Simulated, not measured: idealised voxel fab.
voxel capacitor over wiring: a process module
We display cut, a cross-section 175 nm in width whose square cells are each 5 nm.
Square cells in a grid make up a cross-section in this document, and the grid is given as bands, listed from the top down, each one or more rows of cells. Top, bottom (nm), then materials left to right with widths (nm); lone material tagged "throughout" fills the whole band edge to edge; "air" = empty space. Ref level 0: as-received wafer is one material below here. Bottom band extends down with no lower bound ("top 0, no bottom"). A width such as "30 to 40" changes by the same amount from each row of cells to the next, from the band's top row to its bottom row. When a step is marked "no modification", none of the cells in the cross-section changed during that step. "closed voids": sealed empty spaces, 8 cells or more, no open way to top, listed width x height at distance, with distance from the left edge and width, height and distance in nm. Text after the settings on a step's line: the simulator's own remark on that step. If you see "overlay nm" on a step's line and that step has a mask, it's telling you how far right of where it was planned the mask ended up; a negative number means it went left instead.
[Set out below are the planned steps of the process]
| 1 | RECEIVE: material Si |
| 2 | CONFORMAL_DEP: material SiO2, thk nm 15 |
| 3 | DIRECTIONAL_DEP: material TiN, thk nm 5 |
| 4 | DIRECTIONAL_DEP: material Ru, thk nm 20 |
| 5 | PATTERN: tone cover, mask id METAL_1, material resist, width nm 20, pitch nm 70, thk nm 15, overlay nm 0 |
| 6 | DIRECTIONAL_ETCH: etch materials Ru, depth nm 20 |
| 7 | DIRECTIONAL_ETCH: etch materials TiN, depth nm 5 |
| 8 | STRIP: etch materials resist |
| 9 | FILL_DEP: material lowk, thk nm 10 |
| 10 | CMP: height nm 40 |
| 11 | CONFORMAL_DEP: material SiCN, thk nm 5 |
| 12 | DIRECTIONAL_DEP: material SiO2, thk nm 20 |
| 13 | PATTERN: tone open, mask id PLUG_1, material resist, width nm 15, thk nm 20, overlay nm 0 |
| 14 | DIRECTIONAL_ETCH: etch materials SiO2, depth nm 20 |
| 15 | DIRECTIONAL_ETCH: etch materials SiCN, depth nm 5 |
| 16 | STRIP: etch materials resist |
| 17 | CONFORMAL_DEP: material TiN, thk nm 5 |
| 18 | FILL_DEP: material Ru, thk nm 10 |
| 19 | CMP: height nm 65 |
| 20 | DIRECTIONAL_DEP: material TiN, thk nm 5 |
| 21 | DIRECTIONAL_DEP: material SiN, thk nm 5 |
| 22 | DIRECTIONAL_DEP: material TiN, thk nm 5 |
| 23 | PATTERN: tone cover, mask id UPPER_PLATE, material resist, width nm 55, thk nm 20, overlay nm 0 |
| 24 | DIRECTIONAL_ETCH: etch materials TiN, depth nm 5 |
| 25 | DIRECTIONAL_ETCH: etch materials SiN, depth nm 5 |
| 26 | STRIP: etch materials resist |
| 27 | MASKED_ETCH: tone cover, mask id LOWER_PLATE, width nm 65, etch materials TiN, depth nm 5, overlay nm 0 |
| 28 | FILL_DEP: material SiO2, thk nm 15 |
| 29 | CMP: height nm 90 |
| 30 | DIRECTIONAL_DEP: material aC, thk nm 10 |
| 31 | PATTERN: tone open, mask id PLUG_2, material resist, width nm 15, thk nm 25, overlay nm 0 |
| 32 | DIRECTIONAL_ETCH: etch materials aC, depth nm 10 |
| 33 | STRIP: etch materials resist |
| 34 | DIRECTIONAL_ETCH: etch materials SiO2, depth nm 10 |
| 35 | STRIP: etch materials aC |
| 36 | CONFORMAL_DEP: material TiN, thk nm 5 |
| 37 | FILL_DEP: material W, thk nm 5 |
| 38 | CMP: height nm 90 |
| 39 | CONFORMAL_DEP: material SiCN, thk nm 5 |
[Wafer at receipt (post step 1), cross-section]
- top 0, no bottom  Si throughout
- closed voids: none
[Post-module cross-section of the first of two wafers (run per plan)]
- top 95, bottom 90  SiCN throughout
- top 90, bottom 85  55 SiO2, then 5 TiN, then 5 W, then 5 TiN, then 105 SiO2
- top 85, bottom 75  55 to 45 SiO2, then 15 to 55 TiN, then 105 to 75 SiO2
- top 75, bottom 70  45 SiO2, then 55 SiN, then 75 SiO2
- top 70, bottom 65  40 SiO2, then 65 TiN, then 70 SiO2
- top 65, bottom 45  45 SiO2, then 5 TiN, then 5 Ru, then 5 TiN, then 115 SiO2
- top 45, bottom 40  45 SiCN, then 15 TiN, then 115 SiCN
- top 40, bottom 20  40 lowk, then 20 Ru, then 50 lowk, then 20 Ru, then 45 lowk
- top 20, bottom 15  40 lowk, then 20 TiN, then 50 lowk, then 20 TiN, then 45 lowk
- top 15, bottom 0  SiO2 throughout
- top 0, no bottom  Si throughout
- closed voids: none
[So this is wafer number two of the two, cut at the end of the module - it started where the first did and had the same plan, we just got one thing wrong running it]
- top 95, bottom 90  SiCN throughout
- top 90, bottom 85  50 SiO2, then 5 TiN, then 15 W, then 5 TiN, then 100 SiO2
- top 85, bottom 75  50 to 45 SiO2, then 25 to 55 TiN, then 100 to 75 SiO2
- top 75, bottom 70  45 SiO2, then 55 SiN, then 75 SiO2
- top 70, bottom 65  40 SiO2, then 65 TiN, then 70 SiO2
- top 65, bottom 45  45 SiO2, then 5 TiN, then 5 Ru, then 5 TiN, then 115 SiO2
- top 45, bottom 40  45 SiCN, then 15 TiN, then 115 SiCN
- top 40, bottom 20  40 lowk, then 20 Ru, then 50 lowk, then 20 Ru, then 45 lowk
- top 20, bottom 15  40 lowk, then 20 TiN, then 50 lowk, then 20 TiN, then 45 lowk
- top 15, bottom 0  SiO2 throughout
- top 0, no bottom  Si throughout
- closed voids: none
Nonconformance to the process plan: heads up, step 31 didn't go per plan, it actually ran as PATTERN: tone open, mask id PLUG_2, material resist, width nm 25, thk nm 25, overlay nm 0
Count the cells at the end and the second wafer has more or fewer of some materials than the first: SiO2 -4, TiN +2, W +2
